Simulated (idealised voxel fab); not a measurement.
Documented hereafter: the process module known as voxel transistor to metal.
We display cut, a cross-section 300 nm in width whose square cells are each 5 nm.
In what follows, cross-sections appear as grids of square cells, described through bands that run from the top down, where every band is one or more rows of cells.
Per band: top height and bottom height in nm, followed by the left-to-right materials and their widths in nm; "edge to edge" marks a single material spanning edge to edge, "blank" marks empty space.
Heights from 0 (as-received wafer is one material below). Bottom band endless downward, as "top 0, no bottom".
Per-row width for "30 to 40": begins at first number (top row of band), ends at second number (bottom row), increment between rows held constant.
Basically "all unchanged" means that step didn't change any cell in the cross-section.
Empty spaces counting at least 8 cells and having no open way to the top are listed in "Trapped void list". The notation width x height at distance is used for each, the distance being from the left edge and all three values in nm.
Note: text after step settings on the step line = simulator remark on that step.
overlay nm: where the mask lay relative to plan, measured to the right, on steps with a mask; negatives go left.
Note on reading: below, each pair holds a cross-section from before one process step and one from after it; the one from after shows only down to the lowest band that changed. Beneath the pair, the step in between is stated along with its settings. The pairs can stem from different runs of this module on the same starting wafer. Where a pair's entry headed "State before" says so, and only there, that pair continues from the pair above it.
## State before
> top 105, bottom 85: 35 nm resist  15 nm blank  120 nm resist  15 nm blank  115 nm resist
> top 85, bottom 55: lowk edge to edge
> top 55, bottom 50: SiCN edge to edge
> top 50, bottom 30: 35 nm lowk  5 nm TiN  5 nm W  5 nm TiN  65 nm lowk  5 nm TiN  5 nm W  5 nm TiN  40 nm lowk  5 nm TiN  5 nm W  5 nm TiN  65 nm lowk  5 nm TiN  5 nm W  5 nm TiN  35 nm lowk
> top 30, bottom 25: 35 nm SiN  15 nm TiN  65 nm SiN  15 nm TiN  40 nm SiN  15 nm TiN  65 nm SiN  15 nm TiN  35 nm SiN
> top 25, bottom 10: 35 nm SiO2  5 nm TiN  5 nm W  5 nm TiN  65 nm SiO2  5 nm TiN  5 nm W  5 nm TiN  40 nm SiO2  5 nm TiN  5 nm W  5 nm TiN  65 nm SiO2  5 nm TiN  5 nm W  5 nm TiN  35 nm SiO2
> top 10, bottom 5: 35 nm SiO2  5 nm TiN  5 nm W  5 nm TiN  15 nm SiO2  5 nm SiN  25 nm SiCN  5 nm SiN  15 nm SiO2  5 nm TiN  5 nm W  5 nm TiN  40 nm SiO2  5 nm TiN  5 nm W  5 nm TiN  15 nm SiO2  5 nm SiN  25 nm SiCN  5 nm SiN  15 nm SiO2  5 nm TiN  5 nm W  5 nm TiN  35 nm SiO2
> top 5, bottom -5: 35 nm SiO2  5 nm TiN  5 nm W  5 nm TiN  15 nm SiGe  5 nm SiN  25 nm SiCN  5 nm SiN  15 nm SiGe  5 nm TiN  5 nm W  5 nm TiN  40 nm SiO2  5 nm TiN  5 nm W  5 nm TiN  15 nm SiGe  5 nm SiN  25 nm SiCN  5 nm SiN  15 nm SiGe  5 nm TiN  5 nm W  5 nm TiN  35 nm SiO2
> top -5, bottom -10: 35 nm SiO2  15 nm TiN  15 nm SiGe  35 nm SiO2  15 nm SiGe  15 nm TiN  40 nm SiO2  15 nm TiN  15 nm SiGe  35 nm SiO2  15 nm SiGe  15 nm TiN  35 nm SiO2
> top -10, bottom -25: 30 nm SiO2  35 nm SiGe  35 nm Si  35 nm SiGe  30 nm SiO2  35 nm SiGe  35 nm Si  35 nm SiGe  30 nm SiO2
> top -25, bottom -35: 30 nm SiO2  105 nm Si  30 nm SiO2  105 nm Si  30 nm SiO2
> top -35, no bottom: Si edge to edge
> Trapped void list: none
## Cut View, Post-Step
> top 105, bottom 85: 35 nm resist  15 nm blank  120 nm resist  15 nm blank  115 nm resist
> top 85, bottom 65: 35 nm lowk  15 nm blank  120 nm lowk  15 nm blank  115 nm lowk
> Beneath the level 65, the cross-section is identical to its previous state.
> Trapped void list: none
It is this step that lies between the two cross-sections above: DIRECTIONAL_ETCH,etch materials lowk,depth nm 20
State before: identical to the post-step cross-section of the immediately preceding pair.
## Cut View, Post-Step
> top 85, bottom 65: 35 nm lowk  15 nm blank  120 nm lowk  15 nm blank  115 nm lowk
> Beneath the level 65, the cross-section is identical to its previous state.
> Trapped void list: none
It is this step that lies between the two cross-sections above: STRIP,etch materials resist
State before: identical to the post-step cross-section of the immediately preceding pair.
## Cut View, Post-Step
> top 105, bottom 85: 35 nm resist  15 nm blank  120 nm resist  15 nm blank  115 nm resist
> Beneath the level 85, the cross-section is identical to its previous state.
> Trapped void list: none
It is this step that lies between the two cross-sections above: PATTERN,tone open,mask id METAL_2_HOLES,material resist,width nm 15,pitch nm 135,thk nm 20,overlay nm 0
State before: identical to the post-step cross-section of the immediately preceding pair.
## Cut View, Post-Step
> top 105, bottom 85: 35 nm resist  15 nm blank  120 nm resist  15 nm blank  115 nm resist
> top 85, bottom 55: 35 nm lowk  15 nm blank  120 nm lowk  15 nm blank  115 nm lowk
> Beneath the level 55, the cross-section is identical to its previous state.
> Trapped void list: none
It is this step that lies between the two cross-sections above: DIRECTIONAL_ETCH,etch materials lowk,depth nm 10
State before: identical to the post-step cross-section of the immediately preceding pair.
## Cut View, Post-Step
> top 105, bottom 85: 35 nm resist  15 nm blank  120 nm resist  15 nm blank  115 nm resist
> top 85, bottom 55: 35 nm lowk  15 nm blank  120 nm lowk  15 nm blank  115 nm lowk
> top 55, bottom 50: 35 nm SiCN  15 nm blank  120 nm SiCN  15 nm blank  115 nm SiCN
> Beneath the level 50, the cross-section is identical to its previous state.
> Trapped void list: none
It is this step that lies between the two cross-sections above: DIRECTIONAL_ETCH,etch materials SiCN,depth nm 5
State before: identical to the post-step cross-section of the immediately preceding pair.
## Cut View, Post-Step
> top 85, bottom 55: 35 nm lowk  15 nm blank  120 nm lowk  15 nm blank  115 nm lowk
> Beneath the level 55, the cross-section is identical to its previous state.
> Trapped void list: none
It is this step that lies between the two cross-sections above: STRIP,etch materials resist
State before: identical to the post-step cross-section of the immediately preceding pair.
## Cut View, Post-Step
> top 90, bottom 85: 40 nm TiN  5 nm blank  130 nm TiN  5 nm blank  120 nm TiN
> top 85, bottom 55: 35 nm lowk  5 nm TiN  5 nm blank  5 nm TiN  120 nm lowk  5 nm TiN  5 nm blank  5 nm TiN  115 nm lowk
> top 55, bottom 50: 35 nm SiCN  15 nm TiN  120 nm SiCN  15 nm TiN  115 nm SiCN
> Beneath the level 50, the cross-section is identical to its previous state.
> Trapped void list: none
It is this step that lies between the two cross-sections above: CONFORMAL_DEP,material TiN,thk nm 5
State before: identical to the post-step cross-section of the immediately preceding pair.
## Cut View, Post-Step
> top 95, bottom 90: Ru edge to edge
> top 90, bottom 85: 40 nm TiN  5 nm Ru  130 nm TiN  5 nm Ru  120 nm TiN
> top 85, bottom 55: 35 nm lowk  5 nm TiN  5 nm Ru  5 nm TiN  120 nm lowk  5 nm TiN  5 nm Ru  5 nm TiN  115 nm lowk
> Beneath the level 55, the cross-section is identical to its previous state.
> Trapped void list: none
It is this step that lies between the two cross-sections above: FILL_DEP,material Ru,thk nm 5
State before: identical to the post-step cross-section of the immediately preceding pair.
## Cut View, Post-Step
> top 85, bottom 55: 35 nm lowk  5 nm TiN  5 nm Ru  5 nm TiN  120 nm lowk  5 nm TiN  5 nm Ru  5 nm TiN  115 nm lowk
> Beneath the level 55, the cross-section is identical to its previous state.
> Trapped void list: none
It is this step that lies between the two cross-sections above: CMP,height nm 85
State before: identical to the post-step cross-section of the immediately preceding pair.
## Cut View, Post-Step
> top 90, bottom 85: SiCN edge to edge
> Beneath the level 85, the cross-section is identical to its previous state.
> Trapped void list: none
It is this step that lies between the two cross-sections above: CONFORMAL_DEP,material SiCN,thk nm 5
## State before
> top 35, bottom 20: 65 nm blank  5 nm SiN  25 nm SiCN  5 nm SiN  100 nm blank  5 nm SiN  25 nm SiCN  5 nm SiN  65 nm blank
> top 20, bottom -5: 65 nm blank  5 nm SiN  25 nm polySi  5 nm SiN  100 nm blank  5 nm SiN  25 nm polySi  5 nm SiN  65 nm blank
> top -5, bottom -10: 65 nm blank  35 nm SiO2  100 nm blank  35 nm SiO2  65 nm blank
> top -10, bottom -25: 30 nm SiO2  35 nm blank  35 nm Si  35 nm blank  30 nm SiO2  35 nm blank  35 nm Si  35 nm blank  30 nm SiO2
> top -25, bottom -35: 30 nm SiO2  105 nm Si  30 nm SiO2  105 nm Si  30 nm SiO2
> top -35, no bottom: Si edge to edge
> Trapped void list: none
## Cut View, Post-Step
> top 35, bottom 20: 65 nm blank  5 nm SiN  25 nm SiCN  5 nm SiN  100 nm blank  5 nm SiN  25 nm SiCN  5 nm SiN  65 nm blank
> top 20, bottom -5: 65 nm blank  5 nm SiN  25 nm polySi  5 nm SiN  100 nm blank  5 nm SiN  25 nm polySi  5 nm SiN  65 nm blank
> top -5, bottom -10: 65 nm blank  35 nm SiO2  100 nm blank  35 nm SiO2  65 nm blank
> top -10, bottom -35: 30 nm SiO2  35 nm blank  35 nm Si  35 nm blank  30 nm SiO2  35 nm blank  35 nm Si  35 nm blank  30 nm SiO2
> top -35, bottom -40: 30 nm Si  35 nm blank  35 nm Si  35 nm blank  30 nm Si  35 nm blank  35 nm Si  35 nm blank  30 nm Si
> Beneath the level -40, the cross-section is identical to its previous state.
> Trapped void list: none
It is this step that lies between the two cross-sections above: DIRECTIONAL_ETCH,etch materials Si,depth nm 15
State before: identical to the post-step cross-section of the immediately preceding pair.
## Cut View, Post-Step
> top 35, bottom 20: 65 nm blank  5 nm SiN  25 nm SiCN  5 nm SiN  100 nm blank  5 nm SiN  25 nm SiCN  5 nm SiN  65 nm blank
> top 20, bottom 5: 65 nm blank  5 nm SiN  25 nm polySi  5 nm SiN  100 nm blank  5 nm SiN  25 nm polySi  5 nm SiN  65 nm blank
> top 5, bottom -5: 50 nm blank  15 nm SiGe  5 nm SiN  25 nm polySi  5 nm SiN  15 nm SiGe  70 nm blank  15 nm SiGe  5 nm SiN  25 nm polySi  5 nm SiN  15 nm SiGe  50 nm blank
> top -5, bottom -10: 50 nm blank  15 nm SiGe  35 nm SiO2  15 nm SiGe  70 nm blank  15 nm SiGe  35 nm SiO2  15 nm SiGe  50 nm blank
> top -10, bottom -20: 30 nm SiO2  20 nm blank  15 nm SiGe  35 nm Si  15 nm SiGe  20 nm blank  30 nm SiO2  20 nm blank  15 nm SiGe  35 nm Si  15 nm SiGe  20 nm blank  30 nm SiO2
> top -20, bottom -25: 30 nm SiO2  15 nm SiGe  5 nm blank  15 nm SiGe  35 nm Si  15 nm SiGe  5 nm blank  15 nm SiGe  30 nm SiO2  15 nm SiGe  5 nm blank  15 nm SiGe  35 nm Si  15 nm SiGe  5 nm blank  15 nm SiGe  30 nm SiO2
> top -25, bottom -35: 30 nm SiO2  35 nm SiGe  35 nm Si  35 nm SiGe  30 nm SiO2  35 nm SiGe  35 nm Si  35 nm SiGe  30 nm SiO2
> top -35, bottom -40: 30 nm Si  35 nm SiGe  35 nm Si  35 nm SiGe  30 nm Si  35 nm SiGe  35 nm Si  35 nm SiGe  30 nm Si
> Beneath the level -40, the cross-section is identical to its previous state.
> Trapped void list: none
It is this step that lies between the two cross-sections above: EPI,material SiGe,thk nm 15
State before: identical to the post-step cross-section of the immediately preceding pair.
## Cut View, Post-Step
> top 45, bottom 35: SiO2 edge to edge
> top 35, bottom 20: 65 nm SiO2  5 nm SiN  25 nm SiCN  5 nm SiN  100 nm SiO2  5 nm SiN  25 nm SiCN  5 nm SiN  65 nm SiO2
> top 20, bottom 5: 65 nm SiO2  5 nm SiN  25 nm polySi  5 nm SiN  100 nm SiO2  5 nm SiN  25 nm polySi  5 nm SiN  65 nm SiO2
> top 5, bottom -5: 50 nm SiO2  15 nm SiGe  5 nm SiN  25 nm polySi  5 nm SiN  15 nm SiGe  70 nm SiO2  15 nm SiGe  5 nm SiN  25 nm polySi  5 nm SiN  15 nm SiGe  50 nm SiO2
> top -5, bottom -10: 50 nm SiO2  15 nm SiGe  35 nm SiO2  15 nm SiGe  70 nm SiO2  15 nm SiGe  35 nm SiO2  15 nm SiGe  50 nm SiO2
> top -10, bottom -20: 50 nm SiO2  15 nm SiGe  35 nm Si  15 nm SiGe  70 nm SiO2  15 nm SiGe  35 nm Si  15 nm SiGe  50 nm SiO2
> top -20, bottom -25: 30 nm SiO2  15 nm SiGe  5 nm SiO2  15 nm SiGe  35 nm Si  15 nm SiGe  5 nm SiO2  15 nm SiGe  30 nm SiO2  15 nm SiGe  5 nm SiO2  15 nm SiGe  35 nm Si  15 nm SiGe  5 nm SiO2  15 nm SiGe  30 nm SiO2
> Beneath the level -25, the cross-section is identical to its previous state.
> Trapped void list: none
It is this step that lies between the two cross-sections above: FILL_DEP,material SiO2,thk nm 10
State before: identical to the post-step cross-section of the immediately preceding pair.
## Cut View, Post-Step
> top 20, bottom 5: 65 nm SiO2  5 nm SiN  25 nm polySi  5 nm SiN  100 nm SiO2  5 nm SiN  25 nm polySi  5 nm SiN  65 nm SiO2
> Beneath the level 5, the cross-section is identical to its previous state.
> Trapped void list: none
It is this step that lies between the two cross-sections above: CMP,height nm 20
State before: identical to the post-step cross-section of the immediately preceding pair.
## Cut View, Post-Step
> top 20, bottom 5: 65 nm SiO2  5 nm SiN  25 nm blank  5 nm SiN  100 nm SiO2  5 nm SiN  25 nm blank  5 nm SiN  65 nm SiO2
> top 5, bottom -5: 50 nm SiO2  15 nm SiGe  5 nm SiN  25 nm blank  5 nm SiN  15 nm SiGe  70 nm SiO2  15 nm SiGe  5 nm SiN  25 nm blank  5 nm SiN  15 nm SiGe  50 nm SiO2
> Beneath the level -5, the cross-section is identical to its previous state.
> Trapped void list: none
It is this step that lies between the two cross-sections above: STRIP,etch materials polySi
State before: identical to the post-step cross-section of the immediately preceding pair.
## Cut View, Post-Step
> top 20, bottom 15: 65 nm blank  5 nm SiN  25 nm blank  5 nm SiN  100 nm blank  5 nm SiN  25 nm blank  5 nm SiN  65 nm blank
> top 15, bottom 5: 65 nm SiO2  5 nm SiN  25 nm blank  5 nm SiN  100 nm SiO2  5 nm SiN  25 nm blank  5 nm SiN  65 nm SiO2
> top 5, bottom -5: 50 nm SiO2  15 nm SiGe  5 nm SiN  25 nm blank  5 nm SiN  15 nm SiGe  70 nm SiO2  15 nm SiGe  5 nm SiN  25 nm blank  5 nm SiN  15 nm SiGe  50 nm SiO2
> top -5, bottom -10: 50 nm SiO2  15 nm SiGe  35 nm blank  15 nm SiGe  70 nm SiO2  15 nm SiGe  35 nm blank  15 nm SiGe  50 nm SiO2
> Beneath the level -10, the cross-section is identical to its previous state.
> Trapped void list: none
It is this step that lies between the two cross-sections above: SELECTIVE_ETCH,etch materials SiO2,depth nm 5
State before: identical to the post-step cross-section of the immediately preceding pair.
## Cut View, Post-Step
> top 25, bottom 20: 60 nm blank  15 nm HfO2  15 nm blank  15 nm HfO2  90 nm blank  15 nm HfO2  15 nm blank  15 nm HfO2  60 nm blank
> top 20, bottom 15: 65 nm HfO2  5 nm SiN  5 nm HfO2  15 nm blank  5 nm HfO2  5 nm SiN  100 nm HfO2  5 nm SiN  5 nm HfO2  15 nm blank  5 nm HfO2  5 nm SiN  65 nm HfO2
> top 15, bottom 5: 65 nm SiO2  5 nm SiN  5 nm HfO2  15 nm blank  5 nm HfO2  5 nm SiN  100 nm SiO2  5 nm SiN  5 nm HfO2  15 nm blank  5 nm HfO2  5 nm SiN  65 nm SiO2
> top 5, bottom -5: 50 nm SiO2  15 nm SiGe  5 nm SiN  5 nm HfO2  15 nm blank  5 nm HfO2  5 nm SiN  15 nm SiGe  70 nm SiO2  15 nm SiGe  5 nm SiN  5 nm HfO2  15 nm blank  5 nm HfO2  5 nm SiN  15 nm SiGe  50 nm SiO2
> top -5, bottom -10: 50 nm SiO2  15 nm SiGe  35 nm HfO2  15 nm SiGe  70 nm SiO2  15 nm SiGe  35 nm HfO2  15 nm SiGe  50 nm SiO2
> Beneath the level -10, the cross-section is identical to its previous state.
> Trapped void list: none
It is this step that lies between the two cross-sections above: CONFORMAL_DEP,material HfO2,thk nm 5
State before: identical to the post-step cross-section of the immediately preceding pair.
## Cut View, Post-Step
> top 30, bottom 25: 55 nm blank  25 nm TiN  5 nm blank  25 nm TiN  80 nm blank  25 nm TiN  5 nm blank  25 nm TiN  55 nm blank
> top 25, bottom 20: 60 nm TiN  15 nm HfO2  5 nm TiN  5 nm blank  5 nm TiN  15 nm HfO2  90 nm TiN  15 nm HfO2  5 nm TiN  5 nm blank  5 nm TiN  15 nm HfO2  60 nm TiN
> top 20, bottom 15: 65 nm HfO2  5 nm SiN  5 nm HfO2  5 nm TiN  5 nm blank  5 nm TiN  5 nm HfO2  5 nm SiN  100 nm HfO2  5 nm SiN  5 nm HfO2  5 nm TiN  5 nm blank  5 nm TiN  5 nm HfO2  5 nm SiN  65 nm HfO2
> top 15, bottom 5: 65 nm SiO2  5 nm SiN  5 nm HfO2  5 nm TiN  5 nm blank  5 nm TiN  5 nm HfO2  5 nm SiN  100 nm SiO2  5 nm SiN  5 nm HfO2  5 nm TiN  5 nm blank  5 nm TiN  5 nm HfO2  5 nm SiN  65 nm SiO2
> top 5, bottom 0: 50 nm SiO2  15 nm SiGe  5 nm SiN  5 nm HfO2  5 nm TiN  5 nm blank  5 nm TiN  5 nm HfO2  5 nm SiN  15 nm SiGe  70 nm SiO2  15 nm SiGe  5 nm SiN  5 nm HfO2  5 nm TiN  5 nm blank  5 nm TiN  5 nm HfO2  5 nm SiN  15 nm SiGe  50 nm SiO2
> top 0, bottom -5: 50 nm SiO2  15 nm SiGe  5 nm SiN  5 nm HfO2  15 nm TiN  5 nm HfO2  5 nm SiN  15 nm SiGe  70 nm SiO2  15 nm SiGe  5 nm SiN  5 nm HfO2  15 nm TiN  5 nm HfO2  5 nm SiN  15 nm SiGe  50 nm SiO2
> Beneath the level -5, the cross-section is identical to its previous state.
> Trapped void list: none
It is this step that lies between the two cross-sections above: CONFORMAL_DEP,material TiN,thk nm 5
State before: identical to the post-step cross-section of the immediately preceding pair.
## Cut View, Post-Step
> top 35, bottom 30: W edge to edge
> top 30, bottom 25: 55 nm W  25 nm TiN  5 nm W  25 nm TiN  80 nm W  25 nm TiN  5 nm W  25 nm TiN  55 nm W
> top 25, bottom 20: 60 nm TiN  15 nm HfO2  5 nm TiN  5 nm W  5 nm TiN  15 nm HfO2  90 nm TiN  15 nm HfO2  5 nm TiN  5 nm W  5 nm TiN  15 nm HfO2  60 nm TiN
> top 20, bottom 15: 65 nm HfO2  5 nm SiN  5 nm HfO2  5 nm TiN  5 nm W  5 nm TiN  5 nm HfO2  5 nm SiN  100 nm HfO2  5 nm SiN  5 nm HfO2  5 nm TiN  5 nm W  5 nm TiN  5 nm HfO2  5 nm SiN  65 nm HfO2
> top 15, bottom 5: 65 nm SiO2  5 nm SiN  5 nm HfO2  5 nm TiN  5 nm W  5 nm TiN  5 nm HfO2  5 nm SiN  100 nm SiO2  5 nm SiN  5 nm HfO2  5 nm TiN  5 nm W  5 nm TiN  5 nm HfO2  5 nm SiN  65 nm SiO2
> top 5, bottom 0: 50 nm SiO2  15 nm SiGe  5 nm SiN  5 nm HfO2  5 nm TiN  5 nm W  5 nm TiN  5 nm HfO2  5 nm SiN  15 nm SiGe  70 nm SiO2  15 nm SiGe  5 nm SiN  5 nm HfO2  5 nm TiN  5 nm W  5 nm TiN  5 nm HfO2  5 nm SiN  15 nm SiGe  50 nm SiO2
> Beneath the level 0, the cross-section is identical to its previous state.
> Trapped void list: none
It is this step that lies between the two cross-sections above: FILL_DEP,material W,thk nm 5
State before: identical to the post-step cross-section of the immediately preceding pair.
## Cut View, Post-Step
> top 15, bottom 5: 65 nm SiO2  5 nm SiN  5 nm HfO2  5 nm TiN  5 nm W  5 nm TiN  5 nm HfO2  5 nm SiN  100 nm SiO2  5 nm SiN  5 nm HfO2  5 nm TiN  5 nm W  5 nm TiN  5 nm HfO2  5 nm SiN  65 nm SiO2
> Beneath the level 5, the cross-section is identical to its previous state.
> Trapped void list: none
It is this step that lies between the two cross-sections above: CMP,height nm 15
State before: identical to the post-step cross-section of the immediately preceding pair.
## Cut View, Post-Step
> top 25, bottom 15: SiO2 edge to edge
> Beneath the level 15, the cross-section is identical to its previous state.
> Trapped void list: none
It is this step that lies between the two cross-sections above: DIRECTIONAL_DEP,material SiO2,thk nm 10
State before: identical to the post-step cross-section of the immediately preceding pair.
## Cut View, Post-Step
> top 35, bottom 25: aC edge to edge
> Beneath the level 25, the cross-section is identical to its previous state.
> Trapped void list: none
It is this step that lies between the two cross-sections above: DIRECTIONAL_DEP,material aC,thk nm 10
State before: identical to the post-step cross-section of the immediately preceding pair.
## Cut View, Post-Step
> top 60, bottom 35: 35 nm resist  15 nm blank  65 nm resist  15 nm blank  40 nm resist  15 nm blank  65 nm resist  15 nm blank  35 nm resist
> Beneath the level 35, the cross-section is identical to its previous state.
> Trapped void list: none
It is this step that lies between the two cross-sections above: PATTERN,tone open,mask id CONTACT,material resist,width nm 15,thk nm 25,overlay nm 0
State before: identical to the post-step cross-section of the immediately preceding pair.
## Cut View, Post-Step
> top 50, bottom 35: 35 nm resist  15 nm blank  65 nm resist  15 nm blank  40 nm resist  15 nm blank  65 nm resist  15 nm blank  35 nm resist
> top 35, bottom 25: 35 nm aC  15 nm blank  65 nm aC  15 nm blank  40 nm aC  15 nm blank  65 nm aC  15 nm blank  35 nm aC
> Beneath the level 25, the cross-section is identical to its previous state.
> Trapped void list: none
It is this step that lies between the two cross-sections above: DIRECTIONAL_ETCH,etch materials aC,depth nm 10
State before: identical to the post-step cross-section of the immediately preceding pair.
## Cut View, Post-Step
> top 35, bottom 25: 35 nm aC  15 nm blank  65 nm aC  15 nm blank  40 nm aC  15 nm blank  65 nm aC  15 nm blank  35 nm aC
> Beneath the level 25, the cross-section is identical to its previous state.
> Trapped void list: none
It is this step that lies between the two cross-sections above: STRIP,etch materials resist
State before: identical to the post-step cross-section of the immediately preceding pair.
## Cut View, Post-Step
> top 35, bottom 25: 35 nm aC  15 nm blank  65 nm aC  15 nm blank  40 nm aC  15 nm blank  65 nm aC  15 nm blank  35 nm aC
> top 25, bottom 15: 35 nm SiO2  15 nm blank  65 nm SiO2  15 nm blank  40 nm SiO2  15 nm blank  65 nm SiO2  15 nm blank  35 nm SiO2
> top 15, bottom 5: 35 nm SiO2  15 nm blank  15 nm SiO2  5 nm SiN  5 nm HfO2  5 nm TiN  5 nm W  5 nm TiN  5 nm HfO2  5 nm SiN  15 nm SiO2  15 nm blank  40 nm SiO2  15 nm blank  15 nm SiO2  5 nm SiN  5 nm HfO2  5 nm TiN  5 nm W  5 nm TiN  5 nm HfO2  5 nm SiN  15 nm SiO2  15 nm blank  35 nm SiO2
> top 5, bottom 0: 35 nm SiO2  15 nm blank  15 nm SiGe  5 nm SiN  5 nm HfO2  5 nm TiN  5 nm W  5 nm TiN  5 nm HfO2  5 nm SiN  15 nm SiGe  15 nm blank  40 nm SiO2  15 nm blank  15 nm SiGe  5 nm SiN  5 nm HfO2  5 nm TiN  5 nm W  5 nm TiN  5 nm HfO2  5 nm SiN  15 nm SiGe  15 nm blank  35 nm SiO2
> top 0, bottom -5: 35 nm SiO2  15 nm blank  15 nm SiGe  5 nm SiN  5 nm HfO2  15 nm TiN  5 nm HfO2  5 nm SiN  15 nm SiGe  15 nm blank  40 nm SiO2  15 nm blank  15 nm SiGe  5 nm SiN  5 nm HfO2  15 nm TiN  5 nm HfO2  5 nm SiN  15 nm SiGe  15 nm blank  35 nm SiO2
> top -5, bottom -10: 35 nm SiO2  15 nm blank  15 nm SiGe  35 nm HfO2  15 nm SiGe  15 nm blank  40 nm SiO2  15 nm blank  15 nm SiGe  35 nm HfO2  15 nm SiGe  15 nm blank  35 nm SiO2
> Beneath the level -10, the cross-section is identical to its previous state.
> Trapped void list: none
It is this step that lies between the two cross-sections above: DIRECTIONAL_ETCH,etch materials SiO2,depth nm 35
State before: identical to the post-step cross-section of the immediately preceding pair.
## Cut View, Post-Step
> top 25, bottom 15: 35 nm SiO2  15 nm blank  65 nm SiO2  15 nm blank  40 nm SiO2  15 nm blank  65 nm SiO2  15 nm blank  35 nm SiO2
> Beneath the level 15, the cross-section is identical to its previous state.
> Trapped void list: none
It is this step that lies between the two cross-sections above: STRIP,etch materials aC
State before: identical to the post-step cross-section of the immediately preceding pair.
## Cut View, Post-Step
> top 30, bottom 25: 40 nm TiN  5 nm blank  75 nm TiN  5 nm blank  50 nm TiN  5 nm blank  75 nm TiN  5 nm blank  40 nm TiN
> top 25, bottom 15: 35 nm SiO2  5 nm TiN  5 nm blank  5 nm TiN  65 nm SiO2  5 nm TiN  5 nm blank  5 nm TiN  40 nm SiO2  5 nm TiN  5 nm blank  5 nm TiN  65 nm SiO2  5 nm TiN  5 nm blank  5 nm TiN  35 nm SiO2
> top 15, bottom 5: 35 nm SiO2  5 nm TiN  5 nm blank  5 nm TiN  15 nm SiO2  5 nm SiN  5 nm HfO2  5 nm TiN  5 nm W  5 nm TiN  5 nm HfO2  5 nm SiN  15 nm SiO2  5 nm TiN  5 nm blank  5 nm TiN  40 nm SiO2  5 nm TiN  5 nm blank  5 nm TiN  15 nm SiO2  5 nm SiN  5 nm HfO2  5 nm TiN  5 nm W  5 nm TiN  5 nm HfO2  5 nm SiN  15 nm SiO2  5 nm TiN  5 nm blank  5 nm TiN  35 nm SiO2
> top 5, bottom 0: 35 nm SiO2  5 nm TiN  5 nm blank  5 nm TiN  15 nm SiGe  5 nm SiN  5 nm HfO2  5 nm TiN  5 nm W  5 nm TiN  5 nm HfO2  5 nm SiN  15 nm SiGe  5 nm TiN  5 nm blank  5 nm TiN  40 nm SiO2  5 nm TiN  5 nm blank  5 nm TiN  15 nm SiGe  5 nm SiN  5 nm HfO2  5 nm TiN  5 nm W  5 nm TiN  5 nm HfO2  5 nm SiN  15 nm SiGe  5 nm TiN  5 nm blank  5 nm TiN  35 nm SiO2
> top 0, bottom -5: 35 nm SiO2  5 nm TiN  5 nm blank  5 nm TiN  15 nm SiGe  5 nm SiN  5 nm HfO2  15 nm TiN  5 nm HfO2  5 nm SiN  15 nm SiGe  5 nm TiN  5 nm blank  5 nm TiN  40 nm SiO2  5 nm TiN  5 nm blank  5 nm TiN  15 nm SiGe  5 nm SiN  5 nm HfO2  15 nm TiN  5 nm HfO2  5 nm SiN  15 nm SiGe  5 nm TiN  5 nm blank  5 nm TiN  35 nm SiO2
> top -5, bottom -10: 35 nm SiO2  15 nm TiN  15 nm SiGe  35 nm HfO2  15 nm SiGe  15 nm TiN  40 nm SiO2  15 nm TiN  15 nm SiGe  35 nm HfO2  15 nm SiGe  15 nm TiN  35 nm SiO2
> Beneath the level -10, the cross-section is identical to its previous state.
> Trapped void list: none
It is this step that lies between the two cross-sections above: CONFORMAL_DEP,material TiN,thk nm 5
State before: identical to the post-step cross-section of the immediately preceding pair.
## Cut View, Post-Step
> top 40, bottom 30: W edge to edge
> top 30, bottom 25: 40 nm TiN  5 nm W  75 nm TiN  5 nm W  50 nm TiN  5 nm W  75 nm TiN  5 nm W  40 nm TiN
> top 25, bottom 15: 35 nm SiO2  5 nm TiN  5 nm W  5 nm TiN  65 nm SiO2  5 nm TiN  5 nm W  5 nm TiN  40 nm SiO2  5 nm TiN  5 nm W  5 nm TiN  65 nm SiO2  5 nm TiN  5 nm W  5 nm TiN  35 nm SiO2
> top 15, bottom 5: 35 nm SiO2  5 nm TiN  5 nm W  5 nm TiN  15 nm SiO2  5 nm SiN  5 nm HfO2  5 nm TiN  5 nm W  5 nm TiN  5 nm HfO2  5 nm SiN  15 nm SiO2  5 nm TiN  5 nm W  5 nm TiN  40 nm SiO2  5 nm TiN  5 nm W  5 nm TiN  15 nm SiO2  5 nm SiN  5 nm HfO2  5 nm TiN  5 nm W  5 nm TiN  5 nm HfO2  5 nm SiN  15 nm SiO2  5 nm TiN  5 nm W  5 nm TiN  35 nm SiO2
> top 5, bottom 0: 35 nm SiO2  5 nm TiN  5 nm W  5 nm TiN  15 nm SiGe  5 nm SiN  5 nm HfO2  5 nm TiN  5 nm W  5 nm TiN  5 nm HfO2  5 nm SiN  15 nm SiGe  5 nm TiN  5 nm W  5 nm TiN  40 nm SiO2  5 nm TiN  5 nm W  5 nm TiN  15 nm SiGe  5 nm SiN  5 nm HfO2  5 nm TiN  5 nm W  5 nm TiN  5 nm HfO2  5 nm SiN  15 nm SiGe  5 nm TiN  5 nm W  5 nm TiN  35 nm SiO2
> top 0, bottom -5: 35 nm SiO2  5 nm TiN  5 nm W  5 nm TiN  15 nm SiGe  5 nm SiN  5 nm HfO2  15 nm TiN  5 nm HfO2  5 nm SiN  15 nm SiGe  5 nm TiN  5 nm W  5 nm TiN  40 nm SiO2  5 nm TiN  5 nm W  5 nm TiN  15 nm SiGe  5 nm SiN  5 nm HfO2  15 nm TiN  5 nm HfO2  5 nm SiN  15 nm SiGe  5 nm TiN  5 nm W  5 nm TiN  35 nm SiO2
> Beneath the level -5, the cross-section is identical to its previous state.
> Trapped void list: none
It is this step that lies between the two cross-sections above: FILL_DEP,material W,thk nm 10
State before: identical to the post-step cross-section of the immediately preceding pair.
## Cut View, Post-Step
> top 25, bottom 15: 35 nm SiO2  5 nm TiN  5 nm W  5 nm TiN  65 nm SiO2  5 nm TiN  5 nm W  5 nm TiN  40 nm SiO2  5 nm TiN  5 nm W  5 nm TiN  65 nm SiO2  5 nm TiN  5 nm W  5 nm TiN  35 nm SiO2
> Beneath the level 15, the cross-section is identical to its previous state.
> Trapped void list: none
It is this step that lies between the two cross-sections above: CMP,height nm 25
State before: identical to the post-step cross-section of the immediately preceding pair.
## Cut View, Post-Step
> top 30, bottom 25: SiN edge to edge
> Beneath the level 25, the cross-section is identical to its previous state.
> Trapped void list: none
It is this step that lies between the two cross-sections above: CONFORMAL_DEP,material SiN,thk nm 5
State before: identical to the post-step cross-section of the immediately preceding pair.
## Cut View, Post-Step
> top 50, bottom 30: lowk edge to edge
> Beneath the level 30, the cross-section is identical to its previous state.
> Trapped void list: none
It is this step that lies between the two cross-sections above: DIRECTIONAL_DEP,material lowk,thk nm 20
